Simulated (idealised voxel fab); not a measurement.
Process module under the name voxel transistor to metal
FYI the section here is cut, 175 nm wide, cells are 5 nm squares.
Heads up, the way a cross-section reads in here is a grid of square cells, handed over as bands from the top down, with every band being one or more rows of cells. Top, bottom (nm), then materials left to right with widths (nm); lone material tagged "full width" fills the whole band edge to edge; "blank" = empty space. A quick word on heights: they are counted from 0, and under that level the wafer as it came to us is one material throughout. The lowest band is different from the rest in having no bottom; it simply continues downward, written as in "z 0 and below". Width spec "30 to 40" -> top row of cells at first value, bottom row at second value, equal per-row change in between. Given "nothing altered" for a step, no cell of the cross-section differs between before and after that step. The entry titled "Enclosed void list" provides the empty spaces that have no open way to the top, restricted to those of 8 cells or more. Each is presented as width x height at distance, the distance being measured from the left edge, with all three in nm. after a step's settings: what the simulator itself notes on the step. "overlay nm", when on a step's line for a step with a mask, measures how far to the right of its planned place the mask lay; a negative measure means to the left.

PROCESS STEPS - PLAN
1,RECEIVE with material Si
2,OXIDIZE with depth nm 5
3,CONFORMAL_DEP with material SiN, thk nm 10
4,MASKED_ETCH with tone cover, mask id ACTIVE, width nm 110, etch materials SiN, depth nm 10, overlay nm 0
5,MASKED_ETCH with tone cover, mask id ACTIVE, width nm 110, etch materials SiO2, depth nm 5, overlay nm 0
6,MASKED_ETCH with tone cover, mask id ACTIVE, width nm 110, etch materials Si, depth nm 25, overlay nm 0
7,OXIDIZE with depth nm 5
8,FILL_DEP with material SiO2, thk nm 5
9,CMP with height nm 10
10,SELECTIVE_ETCH with etch materials SiO2, depth nm 5
11,STRIP with etch materials SiN
12,SELECTIVE_ETCH with etch materials SiO2, depth nm 5
13,OXIDIZE with depth nm 5
14,DIRECTIONAL_DEP with material polySi, thk nm 25
15,DIRECTIONAL_DEP with material SiCN, thk nm 15
16,MASKED_ETCH with tone cover, mask id GATE, width nm 30, etch materials SiCN, depth nm 25, overlay nm 0
17,MASKED_ETCH with tone cover, mask id GATE, width nm 30, etch materials polySi, depth nm 35, overlay nm 0
18,CONFORMAL_DEP with material SiO2, thk nm 5
19,DIRECTIONAL_ETCH with etch materials SiO2, depth nm 5
20,CONFORMAL_DEP with material SiN, thk nm 5
21,DIRECTIONAL_ETCH with etch materials SiN, depth nm 5
22,DIRECTIONAL_ETCH with etch materials SiO2, depth nm 5
23,DIRECTIONAL_ETCH with etch materials Si, depth nm 10
24,EPI with material nSi, thk nm 10
25,FILL_DEP with material SiO2, thk nm 10
26,CMP with height nm 20
27,STRIP with etch materials polySi
28,SELECTIVE_ETCH with etch materials SiO2, depth nm 5
29,CONFORMAL_DEP with material HfO2, thk nm 5
30,CONFORMAL_DEP with material TiN, thk nm 5
31,FILL_DEP with material W, thk nm 10
32,CMP with height nm 15
33,DIRECTIONAL_DEP with material SiO2, thk nm 10
34,DIRECTIONAL_DEP with material aC, thk nm 15
35,PATTERN with tone open, mask id CONTACT, material resist, width nm 15, pitch nm 75, thk nm 35, overlay nm 0
36,DIRECTIONAL_ETCH with etch materials aC, depth nm 15
37,STRIP with etch materials resist
38,DIRECTIONAL_ETCH with etch materials SiO2, depth nm 35
39,STRIP with etch materials aC
40,CONFORMAL_DEP with material TiN, thk nm 5
41,FILL_DEP with material Ru, thk nm 5
42,CMP with height nm 25
43,DIRECTIONAL_DEP with material TiN, thk nm 5
44,DIRECTIONAL_DEP with material W, thk nm 25
45,DIRECTIONAL_DEP with material aC, thk nm 10
46,PATTERN with tone cover, mask id METAL_1, material resist, width nm 15, pitch nm 75, thk nm 25, overlay nm 0
47,DIRECTIONAL_ETCH with etch materials aC, depth nm 10
48,STRIP with etch materials resist
49,DIRECTIONAL_ETCH with etch materials W, depth nm 25
50,DIRECTIONAL_ETCH with etch materials TiN, depth nm 5
51,STRIP with etch materials aC
52,CONFORMAL_DEP with material SiCN, thk nm 5
53,FILL_DEP with material lowk, thk nm 5
54,CMP with height nm 55
55,CONFORMAL_DEP with material SiCN, thk nm 5

RUN AS PLANNED: FIRST OF TWO WAFERS

CROSS-SECTION: WAFER ON ARRIVAL = AFTER STEP 1
z 0 and below  Si full width
Enclosed void list: none

CROSS-SECTION OF THE WAFER SUBSEQUENT TO STEP 2
z 0 to -5  SiO2 full width
Heights below -5 show no change.

CROSS-SECTION OF THE WAFER SUBSEQUENT TO STEP 3
z 10 to 0  SiN full width
Heights below 0 show no change.

CROSS-SECTION OF THE WAFER SUBSEQUENT TO STEP 4
z 10 to 0  30 blank; 110 SiN; 35 blank
Heights below 0 show no change.

CROSS-SECTION OF THE WAFER SUBSEQUENT TO STEP 5
z 10 to 0  30 blank; 110 SiN; 35 blank
z 0 to -5  30 blank; 110 SiO2; 35 blank
Heights below -5 show no change.

CROSS-SECTION OF THE WAFER SUBSEQUENT TO STEP 6
z 10 to 0  30 blank; 110 SiN; 35 blank
z 0 to -5  30 blank; 110 SiO2; 35 blank
z -5 to -30  30 blank; 110 Si; 35 blank
Heights below -30 show no change.

CROSS-SECTION OF THE WAFER SUBSEQUENT TO STEP 7
z 10 to 0  30 blank; 110 SiN; 35 blank
z 0 to -5  30 blank; 110 SiO2; 35 blank
z -5 to -30  30 blank; 5 SiO2; 100 Si; 5 SiO2; 35 blank
z -30 to -35  35 SiO2; 100 Si; 40 SiO2
Heights below -35 show no change.

CROSS-SECTION OF THE WAFER SUBSEQUENT TO STEP 8
z 15 to 10  SiO2 full width
z 10 to 0  30 SiO2; 110 SiN; 35 SiO2
z 0 to -5  SiO2 full width
z -5 to -35  35 SiO2; 100 Si; 40 SiO2
Heights below -35 show no change.

CROSS-SECTION OF THE WAFER SUBSEQUENT TO STEP 9
z 10 to 0  30 SiO2; 110 SiN; 35 SiO2
Heights below 0 show no change.

CROSS-SECTION OF THE WAFER SUBSEQUENT TO STEP 10
z 10 to 5  30 blank; 110 SiN; 35 blank
Heights below 5 show no change.

CROSS-SECTION OF THE WAFER SUBSEQUENT TO STEP 11
z 5 to 0  30 SiO2; 110 blank; 35 SiO2
Heights below 0 show no change.

CROSS-SECTION OF THE WAFER SUBSEQUENT TO STEP 12
z 0 to -5  25 SiO2; 120 blank; 30 SiO2
Heights below -5 show no change.

CROSS-SECTION OF THE WAFER SUBSEQUENT TO STEP 13
z 0 to -5  25 SiO2; 120 blank; 30 SiO2
z -5 to -10  SiO2 full width
Heights below -10 show no change.

CROSS-SECTION OF THE WAFER SUBSEQUENT TO STEP 14
z 25 to 20  25 polySi; 120 blank; 30 polySi
z 20 to 0  polySi full width
z 0 to -5  25 SiO2; 120 polySi; 30 SiO2
Heights below -5 show no change.

CROSS-SECTION OF THE WAFER SUBSEQUENT TO STEP 15
z 40 to 35  25 SiCN; 120 blank; 30 SiCN
z 35 to 25  SiCN full width
z 25 to 20  25 polySi; 120 SiCN; 30 polySi
Heights below 20 show no change.

CROSS-SECTION OF THE WAFER SUBSEQUENT TO STEP 16
z 35 to 25  70 blank; 30 SiCN; 75 blank
z 25 to 20  25 polySi; 45 blank; 30 SiCN; 45 blank; 30 polySi
Heights below 20 show no change.

CROSS-SECTION OF THE WAFER SUBSEQUENT TO STEP 17
z 35 to 20  70 blank; 30 SiCN; 75 blank
z 20 to 0  70 blank; 30 polySi; 75 blank
z 0 to -5  25 SiO2; 45 blank; 30 polySi; 45 blank; 30 SiO2
Heights below -5 show no change.

CROSS-SECTION OF THE WAFER SUBSEQUENT TO STEP 18
z 40 to 35  65 blank; 40 SiO2; 70 blank
z 35 to 20  65 blank; 5 SiO2; 30 SiCN; 5 SiO2; 70 blank
z 20 to 5  65 blank; 5 SiO2; 30 polySi; 5 SiO2; 70 blank
z 5 to 0  30 SiO2; 35 blank; 5 SiO2; 30 polySi; 5 SiO2; 35 blank; 35 SiO2
z 0 to -5  70 SiO2; 30 polySi; 75 SiO2
Heights below -5 show no change.

CROSS-SECTION OF THE WAFER SUBSEQUENT TO STEP 19
z 35 to 20  65 blank; 5 SiO2; 30 SiCN; 5 SiO2; 70 blank
z 20 to 0  65 blank; 5 SiO2; 30 polySi; 5 SiO2; 70 blank
z 0 to -5  30 SiO2; 35 blank; 5 SiO2; 30 polySi; 5 SiO2; 35 blank; 35 SiO2
Heights below -5 show no change.

CROSS-SECTION OF THE WAFER SUBSEQUENT TO STEP 20
z 40 to 35  60 blank; 50 SiN; 65 blank
z 35 to 20  60 blank; 5 SiN; 5 SiO2; 30 SiCN; 5 SiO2; 5 SiN; 65 blank
z 20 to 5  60 blank; 5 SiN; 5 SiO2; 30 polySi; 5 SiO2; 5 SiN; 65 blank
z 5 to 0  35 SiN; 25 blank; 5 SiN; 5 SiO2; 30 polySi; 5 SiO2; 5 SiN; 25 blank; 40 SiN
z 0 to -5  30 SiO2; 35 SiN; 5 SiO2; 30 polySi; 5 SiO2; 35 SiN; 35 SiO2
Heights below -5 show no change.

CROSS-SECTION OF THE WAFER SUBSEQUENT TO STEP 21
z 35 to 20  60 blank; 5 SiN; 5 SiO2; 30 SiCN; 5 SiO2; 5 SiN; 65 blank
z 20 to 0  60 blank; 5 SiN; 5 SiO2; 30 polySi; 5 SiO2; 5 SiN; 65 blank
z 0 to -5  30 SiO2; 5 SiN; 25 blank; 5 SiN; 5 SiO2; 30 polySi; 5 SiO2; 5 SiN; 25 blank; 5 SiN; 35 SiO2
Heights below -5 show no change.

CROSS-SECTION OF THE WAFER SUBSEQUENT TO STEP 22
z 35 to 30  60 blank; 5 SiN; 5 blank; 30 SiCN; 5 blank; 5 SiN; 65 blank
z 30 to 20  60 blank; 5 SiN; 5 SiO2; 30 SiCN; 5 SiO2; 5 SiN; 65 blank
z 20 to 0  60 blank; 5 SiN; 5 SiO2; 30 polySi; 5 SiO2; 5 SiN; 65 blank
z 0 to -5  30 blank; 5 SiN; 25 blank; 5 SiN; 5 SiO2; 30 polySi; 5 SiO2; 5 SiN; 25 blank; 5 SiN; 35 blank
z -5 to -10  35 SiO2; 25 blank; 50 SiO2; 25 blank; 40 SiO2
Heights below -10 show no change.

CROSS-SECTION OF THE WAFER SUBSEQUENT TO STEP 23
z 35 to 30  60 blank; 5 SiN; 5 blank; 30 SiCN; 5 blank; 5 SiN; 65 blank
z 30 to 20  60 blank; 5 SiN; 5 SiO2; 30 SiCN; 5 SiO2; 5 SiN; 65 blank
z 20 to 0  60 blank; 5 SiN; 5 SiO2; 30 polySi; 5 SiO2; 5 SiN; 65 blank
z 0 to -5  30 blank; 5 SiN; 25 blank; 5 SiN; 5 SiO2; 30 polySi; 5 SiO2; 5 SiN; 25 blank; 5 SiN; 35 blank
z -5 to -10  35 SiO2; 25 blank; 50 SiO2; 25 blank; 40 SiO2
z -10 to -20  35 SiO2; 25 blank; 50 Si; 25 blank; 40 SiO2
Heights below -20 show no change.

CROSS-SECTION OF THE WAFER SUBSEQUENT TO STEP 24
z 35 to 30  60 blank; 5 SiN; 5 blank; 30 SiCN; 5 blank; 5 SiN; 65 blank
z 30 to 20  60 blank; 5 SiN; 5 SiO2; 30 SiCN; 5 SiO2; 5 SiN; 65 blank
z 20 to 0  60 blank; 5 SiN; 5 SiO2; 30 polySi; 5 SiO2; 5 SiN; 65 blank
z 0 to -5  30 blank; 5 SiN; 15 blank; 10 nSi; 5 SiN; 5 SiO2; 30 polySi; 5 SiO2; 5 SiN; 10 nSi; 15 blank; 5 SiN; 35 blank
z -5 to -10  35 SiO2; 15 blank; 10 nSi; 50 SiO2; 10 nSi; 15 blank; 40 SiO2
z -10 to -20  35 SiO2; 25 nSi; 50 Si; 25 nSi; 40 SiO2
Heights below -20 show no change.

CROSS-SECTION OF THE WAFER SUBSEQUENT TO STEP 25
z 45 to 35  SiO2 full width
z 35 to 20  60 SiO2; 5 SiN; 5 SiO2; 30 SiCN; 5 SiO2; 5 SiN; 65 SiO2
z 20 to 0  60 SiO2; 5 SiN; 5 SiO2; 30 polySi; 5 SiO2; 5 SiN; 65 SiO2
z 0 to -5  30 SiO2; 5 SiN; 15 SiO2; 10 nSi; 5 SiN; 5 SiO2; 30 polySi; 5 SiO2; 5 SiN; 10 nSi; 15 SiO2; 5 SiN; 35 SiO2
z -5 to -10  50 SiO2; 10 nSi; 50 SiO2; 10 nSi; 55 SiO2
Heights below -10 show no change.

CROSS-SECTION OF THE WAFER SUBSEQUENT TO STEP 26
z 20 to 0  60 SiO2; 5 SiN; 5 SiO2; 30 polySi; 5 SiO2; 5 SiN; 65 SiO2
Heights below 0 show no change.

CROSS-SECTION OF THE WAFER SUBSEQUENT TO STEP 27
z 20 to 0  60 SiO2; 5 SiN; 5 SiO2; 30 blank; 5 SiO2; 5 SiN; 65 SiO2
z 0 to -5  30 SiO2; 5 SiN; 15 SiO2; 10 nSi; 5 SiN; 5 SiO2; 30 blank; 5 SiO2; 5 SiN; 10 nSi; 15 SiO2; 5 SiN; 35 SiO2
Heights below -5 show no change.

CROSS-SECTION OF THE WAFER SUBSEQUENT TO STEP 28
z 20 to 15  60 blank; 5 SiN; 40 blank; 5 SiN; 65 blank
z 15 to 0  60 SiO2; 5 SiN; 40 blank; 5 SiN; 65 SiO2
z 0 to -5  30 SiO2; 5 SiN; 15 SiO2; 10 nSi; 5 SiN; 40 blank; 5 SiN; 10 nSi; 15 SiO2; 5 SiN; 35 SiO2
z -5 to -10  50 SiO2; 10 nSi; 5 SiO2; 40 blank; 5 SiO2; 10 nSi; 55 SiO2
Heights below -10 show no change.

CROSS-SECTION OF THE WAFER SUBSEQUENT TO STEP 29
z 25 to 20  55 blank; 15 HfO2; 30 blank; 15 HfO2; 60 blank
z 20 to 15  60 HfO2; 5 SiN; 5 HfO2; 30 blank; 5 HfO2; 5 SiN; 65 HfO2
z 15 to 0  60 SiO2; 5 SiN; 5 HfO2; 30 blank; 5 HfO2; 5 SiN; 65 SiO2
z 0 to -5  30 SiO2; 5 SiN; 15 SiO2; 10 nSi; 5 SiN; 5 HfO2; 30 blank; 5 HfO2; 5 SiN; 10 nSi; 15 SiO2; 5 SiN; 35 SiO2
z -5 to -10  50 SiO2; 10 nSi; 5 SiO2; 40 HfO2; 5 SiO2; 10 nSi; 55 SiO2
Heights below -10 show no change.

CROSS-SECTION OF THE WAFER SUBSEQUENT TO STEP 30
z 30 to 25  50 blank; 25 TiN; 20 blank; 25 TiN; 55 blank
z 25 to 20  55 TiN; 15 HfO2; 5 TiN; 20 blank; 5 TiN; 15 HfO2; 60 TiN
z 20 to 15  60 HfO2; 5 SiN; 5 HfO2; 5 TiN; 20 blank; 5 TiN; 5 HfO2; 5 SiN; 65 HfO2
z 15 to 0  60 SiO2; 5 SiN; 5 HfO2; 5 TiN; 20 blank; 5 TiN; 5 HfO2; 5 SiN; 65 SiO2
z 0 to -5  30 SiO2; 5 SiN; 15 SiO2; 10 nSi; 5 SiN; 5 HfO2; 30 TiN; 5 HfO2; 5 SiN; 10 nSi; 15 SiO2; 5 SiN; 35 SiO2
Heights below -5 show no change.

CROSS-SECTION OF THE WAFER SUBSEQUENT TO STEP 31
z 40 to 30  W full width
z 30 to 25  50 W; 25 TiN; 20 W; 25 TiN; 55 W
z 25 to 20  55 TiN; 15 HfO2; 5 TiN; 20 W; 5 TiN; 15 HfO2; 60 TiN
z 20 to 15  60 HfO2; 5 SiN; 5 HfO2; 5 TiN; 20 W; 5 TiN; 5 HfO2; 5 SiN; 65 HfO2
z 15 to 0  60 SiO2; 5 SiN; 5 HfO2; 5 TiN; 20 W; 5 TiN; 5 HfO2; 5 SiN; 65 SiO2
Heights below 0 show no change.

CROSS-SECTION OF THE WAFER SUBSEQUENT TO STEP 32
z 15 to 0  60 SiO2; 5 SiN; 5 HfO2; 5 TiN; 20 W; 5 TiN; 5 HfO2; 5 SiN; 65 SiO2
Heights below 0 show no change.

CROSS-SECTION OF THE WAFER SUBSEQUENT TO STEP 33
z 25 to 15  SiO2 full width
Heights below 15 show no change.

CROSS-SECTION OF THE WAFER SUBSEQUENT TO STEP 34
z 40 to 25  aC full width
Heights below 25 show no change.

CROSS-SECTION OF THE WAFER SUBSEQUENT TO STEP 35
z 75 to 40  40 resist; 15 blank; 60 resist; 15 blank; 45 resist
Heights below 40 show no change.

CROSS-SECTION OF THE WAFER SUBSEQUENT TO STEP 36
z 60 to 40  40 resist; 15 blank; 60 resist; 15 blank; 45 resist
z 40 to 25  40 aC; 15 blank; 60 aC; 15 blank; 45 aC
Heights below 25 show no change.

CROSS-SECTION OF THE WAFER SUBSEQUENT TO STEP 37
z 40 to 25  40 aC; 15 blank; 60 aC; 15 blank; 45 aC
Heights below 25 show no change.

CROSS-SECTION OF THE WAFER SUBSEQUENT TO STEP 38
z 40 to 25  40 aC; 15 blank; 60 aC; 15 blank; 45 aC
z 25 to 15  40 SiO2; 15 blank; 60 SiO2; 15 blank; 45 SiO2
z 15 to 0  40 SiO2; 15 blank; 5 SiO2; 5 SiN; 5 HfO2; 5 TiN; 20 W; 5 TiN; 5 HfO2; 5 SiN; 5 SiO2; 15 blank; 45 SiO2
z 0 to -5  30 SiO2; 5 SiN; 5 SiO2; 10 blank; 10 nSi; 5 SiN; 5 HfO2; 30 TiN; 5 HfO2; 5 SiN; 10 nSi; 10 blank; 5 SiO2; 5 SiN; 35 SiO2
z -5 to -10  40 SiO2; 10 blank; 10 nSi; 5 SiO2; 40 HfO2; 5 SiO2; 10 nSi; 10 blank; 45 SiO2
Heights below -10 show no change.

CROSS-SECTION OF THE WAFER SUBSEQUENT TO STEP 39
z 25 to 15  40 SiO2; 15 blank; 60 SiO2; 15 blank; 45 SiO2
Heights below 15 show no change.

CROSS-SECTION OF THE WAFER SUBSEQUENT TO STEP 40
z 30 to 25  45 TiN; 5 blank; 70 TiN; 5 blank; 50 TiN
z 25 to 15  40 SiO2; 5 TiN; 5 blank; 5 TiN; 60 SiO2; 5 TiN; 5 blank; 5 TiN; 45 SiO2
z 15 to 5  40 SiO2; 5 TiN; 5 blank; 5 TiN; 5 SiO2; 5 SiN; 5 HfO2; 5 TiN; 20 W; 5 TiN; 5 HfO2; 5 SiN; 5 SiO2; 5 TiN; 5 blank; 5 TiN; 45 SiO2
z 5 to 0  40 SiO2; 15 TiN; 5 SiO2; 5 SiN; 5 HfO2; 5 TiN; 20 W; 5 TiN; 5 HfO2; 5 SiN; 5 SiO2; 15 TiN; 45 SiO2
z 0 to -5  30 SiO2; 5 SiN; 5 SiO2; 10 TiN; 10 nSi; 5 SiN; 5 HfO2; 30 TiN; 5 HfO2; 5 SiN; 10 nSi; 10 TiN; 5 SiO2; 5 SiN; 35 SiO2
z -5 to -10  40 SiO2; 10 TiN; 10 nSi; 5 SiO2; 40 HfO2; 5 SiO2; 10 nSi; 10 TiN; 45 SiO2
Heights below -10 show no change.

CROSS-SECTION OF THE WAFER SUBSEQUENT TO STEP 41
z 35 to 30  Ru full width
z 30 to 25  45 TiN; 5 Ru; 70 TiN; 5 Ru; 50 TiN
z 25 to 15  40 SiO2; 5 TiN; 5 Ru; 5 TiN; 60 SiO2; 5 TiN; 5 Ru; 5 TiN; 45 SiO2
z 15 to 5  40 SiO2; 5 TiN; 5 Ru; 5 TiN; 5 SiO2; 5 SiN; 5 HfO2; 5 TiN; 20 W; 5 TiN; 5 HfO2; 5 SiN; 5 SiO2; 5 TiN; 5 Ru; 5 TiN; 45 SiO2
Heights below 5 show no change.

CROSS-SECTION OF THE WAFER SUBSEQUENT TO STEP 42
z 25 to 15  40 SiO2; 5 TiN; 5 Ru; 5 TiN; 60 SiO2; 5 TiN; 5 Ru; 5 TiN; 45 SiO2
Heights below 15 show no change.

CROSS-SECTION OF THE WAFER SUBSEQUENT TO STEP 43
z 30 to 25  TiN full width
Heights below 25 show no change.

CROSS-SECTION OF THE WAFER SUBSEQUENT TO STEP 44
z 55 to 30  W full width
Heights below 30 show no change.

CROSS-SECTION OF THE WAFER SUBSEQUENT TO STEP 45
z 65 to 55  aC full width
Heights below 55 show no change.

CROSS-SECTION OF THE WAFER SUBSEQUENT TO STEP 46
z 90 to 65  40 blank; 15 resist; 60 blank; 15 resist; 45 blank
Heights below 65 show no change.

CROSS-SECTION OF THE WAFER SUBSEQUENT TO STEP 47
z 80 to 65  40 blank; 15 resist; 60 blank; 15 resist; 45 blank
z 65 to 55  40 blank; 15 aC; 60 blank; 15 aC; 45 blank
Heights below 55 show no change.

CROSS-SECTION OF THE WAFER SUBSEQUENT TO STEP 48
z 65 to 55  40 blank; 15 aC; 60 blank; 15 aC; 45 blank
Heights below 55 show no change.

CROSS-SECTION OF THE WAFER SUBSEQUENT TO STEP 49
z 65 to 55  40 blank; 15 aC; 60 blank; 15 aC; 45 blank
z 55 to 30  40 blank; 15 W; 60 blank; 15 W; 45 blank
Heights below 30 show no change.

CROSS-SECTION OF THE WAFER SUBSEQUENT TO STEP 50
z 65 to 55  40 blank; 15 aC; 60 blank; 15 aC; 45 blank
z 55 to 30  40 blank; 15 W; 60 blank; 15 W; 45 blank
z 30 to 25  40 blank; 15 TiN; 60 blank; 15 TiN; 45 blank
Heights below 25 show no change.

CROSS-SECTION OF THE WAFER SUBSEQUENT TO STEP 51
z 55 to 30  40 blank; 15 W; 60 blank; 15 W; 45 blank
Heights below 30 show no change.

CROSS-SECTION OF THE WAFER SUBSEQUENT TO STEP 52
z 60 to 55  35 blank; 25 SiCN; 50 blank; 25 SiCN; 40 blank
z 55 to 30  35 blank; 5 SiCN; 15 W; 5 SiCN; 50 blank; 5 SiCN; 15 W; 5 SiCN; 40 blank
z 30 to 25  40 SiCN; 15 TiN; 60 SiCN; 15 TiN; 45 SiCN
Heights below 25 show no change.

CROSS-SECTION OF THE WAFER SUBSEQUENT TO STEP 53
z 65 to 60  lowk full width
z 60 to 55  35 lowk; 25 SiCN; 50 lowk; 25 SiCN; 40 lowk
z 55 to 30  35 lowk; 5 SiCN; 15 W; 5 SiCN; 50 lowk; 5 SiCN; 15 W; 5 SiCN; 40 lowk
Heights below 30 show no change.

CROSS-SECTION OF THE WAFER SUBSEQUENT TO STEP 54
z 55 to 30  35 lowk; 5 SiCN; 15 W; 5 SiCN; 50 lowk; 5 SiCN; 15 W; 5 SiCN; 40 lowk
Heights below 30 show no change.

CROSS-SECTION OF THE WAFER SUBSEQUENT TO STEP 55
z 60 to 55  SiCN full width
Heights below 55 show no change.

WAFER TWO OF THE PAIR: SAME ORIGIN, SAME PLAN, ONE ERROR DURING THE RUN; IDENTICAL TO WAFER ONE UP TO AND INCLUDING STEP 45

SECOND WAFER CROSS-SECTION, TAKEN AS OF THE TIME THE PLAN SETS FOR STEP 46 TO BE DONE
z 90 to 65  30 blank; 15 resist; 60 blank; 15 resist; 55 blank
Heights below 65 show no change.

SECOND WAFER CROSS-SECTION, TAKEN AS OF THE TIME THE PLAN SETS FOR STEP 47 TO BE DONE
z 80 to 65  30 blank; 15 resist; 60 blank; 15 resist; 55 blank
z 65 to 55  30 blank; 15 aC; 60 blank; 15 aC; 55 blank
Heights below 55 show no change.

SECOND WAFER CROSS-SECTION, TAKEN AS OF THE TIME THE PLAN SETS FOR STEP 48 TO BE DONE
z 65 to 55  30 blank; 15 aC; 60 blank; 15 aC; 55 blank
Heights below 55 show no change.

SECOND WAFER CROSS-SECTION, TAKEN AS OF THE TIME THE PLAN SETS FOR STEP 49 TO BE DONE
z 65 to 55  30 blank; 15 aC; 60 blank; 15 aC; 55 blank
z 55 to 30  30 blank; 15 W; 60 blank; 15 W; 55 blank
Heights below 30 show no change.

SECOND WAFER CROSS-SECTION, TAKEN AS OF THE TIME THE PLAN SETS FOR STEP 50 TO BE DONE
z 65 to 55  30 blank; 15 aC; 60 blank; 15 aC; 55 blank
z 55 to 30  30 blank; 15 W; 60 blank; 15 W; 55 blank
z 30 to 25  30 blank; 15 TiN; 60 blank; 15 TiN; 55 blank
Heights below 25 show no change.

SECOND WAFER CROSS-SECTION, TAKEN AS OF THE TIME THE PLAN SETS FOR STEP 51 TO BE DONE
z 55 to 30  30 blank; 15 W; 60 blank; 15 W; 55 blank
Heights below 30 show no change.

SECOND WAFER CROSS-SECTION, TAKEN AS OF THE TIME THE PLAN SETS FOR STEP 52 TO BE DONE
z 60 to 55  25 blank; 25 SiCN; 50 blank; 25 SiCN; 50 blank
z 55 to 30  25 blank; 5 SiCN; 15 W; 5 SiCN; 50 blank; 5 SiCN; 15 W; 5 SiCN; 50 blank
z 30 to 25  30 SiCN; 15 TiN; 60 SiCN; 15 TiN; 55 SiCN
Heights below 25 show no change.

SECOND WAFER CROSS-SECTION, TAKEN AS OF THE TIME THE PLAN SETS FOR STEP 53 TO BE DONE
z 65 to 60  lowk full width
z 60 to 55  25 lowk; 25 SiCN; 50 lowk; 25 SiCN; 50 lowk
z 55 to 30  25 lowk; 5 SiCN; 15 W; 5 SiCN; 50 lowk; 5 SiCN; 15 W; 5 SiCN; 50 lowk
Heights below 30 show no change.

SECOND WAFER CROSS-SECTION, TAKEN AS OF THE TIME THE PLAN SETS FOR STEP 54 TO BE DONE
z 55 to 30  25 lowk; 5 SiCN; 15 W; 5 SiCN; 50 lowk; 5 SiCN; 15 W; 5 SiCN; 50 lowk
Heights below 30 show no change.

SECOND WAFER CROSS-SECTION, TAKEN AS OF THE TIME THE PLAN SETS FOR STEP 55 TO BE DONE
z 60 to 55  SiCN full width
Heights below 55 show no change.
Processing error: contrary to plan, step 46 was performed as PATTERN with tone cover, mask id METAL_1, material resist, width nm 15, pitch nm 75, thk nm 25, overlay nm -10
Tallied in cells, the final second wafer holds each material in the same quantity as the first, although not at the same places.
